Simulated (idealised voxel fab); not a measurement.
process module | voxel gate over fins
Displayed cross-section: cut, width of 145 nm, square cells sized 5 nm.
Reading order for cross-sections: top band down to bottom band. Underlying form: a grid of square cells. Band size: one or more rows of cells. What a band's entry tells you: where the top is and where the bottom is, as heights in nm, and after that what lies inside, material by material from left to right, each with its width in nm. Empty space is written as the word "blank", and a single material marked with the word "full width" occupies the band from edge to edge. Height is counted from the level 0, under which the received wafer is composed throughout of one material. The lowest of the bands is not closed at the bottom but continues downward, in the notation "z 0 and below". When a width is written as two numbers, as in "30 to 40", the first number is the width in the top row of cells of the band and the second is the width in its bottom row, and the width changes by the same amount from each row to the next. "no change" means the step left every cell of the cross-section as it was. Empty spaces counting at least 8 cells and having no open way to the top are listed in "Closed internal cavities". The notation width x height at distance is used for each, the distance being from the left edge and all three values in nm. after a step's settings: what the simulator itself notes on the step. A step line may carry the setting "overlay nm", which, for steps involving a mask, states the distance by which the mask lay to the right of its intended position; negative values denote displacement to the left.
SET OUT BELOW ARE THE PLANNED STEPS OF THE PROCESS
step 1: RECEIVE: material Si
step 2: CONFORMAL_DEP: material SiN, thk nm 10
step 3: MASKED_ETCH: tone cover, mask id FINS, width nm 15, pitch nm 45, etch materials SiN, depth nm 10, overlay nm 0
step 4: MASKED_ETCH: tone cover, mask id FINS, width nm 15, pitch nm 45, etch materials Si, depth nm 35, overlay nm 0
step 5: OXIDIZE: depth nm 5
step 6: FILL_DEP: material SiO2, thk nm 10
step 7: CMP: height nm 10
step 8: SELECTIVE_ETCH: etch materials SiO2, depth nm 25
step 9: STRIP: etch materials SiN
step 10: CONFORMAL_DEP: material HfO2, thk nm 5
step 11: CONFORMAL_DEP: material TiN, thk nm 5
step 12: CONFORMAL_DEP: material TiAl, thk nm 5
step 13: CONFORMAL_DEP: material TiN, thk nm 5
step 14: FILL_DEP: material W, thk nm 10
step 15: CMP: height nm 25
step 16: CONFORMAL_DEP: material SiCN, thk nm 10
SO THIS IS THE INCOMING WAFER IN CROSS-SECTION - IT'S ALREADY BEEN THROUGH STEP 1
> z 0 and below  Si full width
> Closed internal cavities: none
CROSS-SECTIONAL RESULT AFTER MODULE COMPLETION. NOTE: STARTING CONDITION AND PLAN ARE UNCHANGED FROM ABOVE; ONE PROCESSING MISTAKE WAS MADE
> z 35 to 25  SiCN full width
> z 25 to 20  W full width
> z 20 to 15  5 of W, then 135 of TiN, then 5 of W
> z 15 to 10  5 of W, then 5 of TiN, then 35 of TiAl, then 10 of TiN, then 35 of TiAl, then 10 of TiN, then 35 of TiAl, then 5 of TiN, then 5 of W
> z 10 to 5  5 of W, then 5 of TiN, then 5 of TiAl, then 25 of TiN, then 5 of TiAl, then 10 of TiN, then 5 of TiAl, then 25 of TiN, then 5 of TiAl, then 10 of TiN, then 5 of TiAl, then 25 of TiN, then 5 of TiAl, then 5 of TiN, then 5 of W
> z 5 to 0  10 of TiN, then 5 of TiAl, then 5 of TiN, then 15 of HfO2, then 5 of TiN, then 5 of TiAl, then 10 of TiN, then 5 of TiAl, then 5 of TiN, then 15 of HfO2, then 5 of TiN, then 5 of TiAl, then 10 of TiN, then 5 of TiAl, then 5 of TiN, then 15 of HfO2, then 5 of TiN, then 5 of TiAl, then 10 of TiN
> z 0 to -5  15 of TiAl, then 5 of TiN, then 5 of HfO2, then 5 of Si, then 5 of HfO2, then 5 of TiN, then 20 of TiAl, then 5 of TiN, then 5 of HfO2, then 5 of Si, then 5 of HfO2, then 5 of TiN, then 20 of TiAl, then 5 of TiN, then 5 of HfO2, then 5 of Si, then 5 of HfO2, then 5 of TiN, then 15 of TiAl
> z -5 to -10  20 of TiN, then 5 of HfO2, then 5 of Si, then 5 of HfO2, then 30 of TiN, then 5 of HfO2, then 5 of Si, then 5 of HfO2, then 30 of TiN, then 5 of HfO2, then 5 of Si, then 5 of HfO2, then 20 of TiN
> z -10 to -15  25 of HfO2, then 5 of Si, then 40 of HfO2, then 5 of Si, then 40 of HfO2, then 5 of Si, then 25 of HfO2
> z -15 to -35  25 of SiO2, then 5 of Si, then 40 of SiO2, then 5 of Si, then 40 of SiO2, then 5 of Si, then 25 of SiO2
> z -35 and below  Si full width
> Closed internal cavities: none
Misprocessing identified: step 4 ran as: MASKED_ETCH: tone cover, mask id FINS, width nm 15, pitch nm 45, etch materials Si, depth nm 30, overlay nm 0
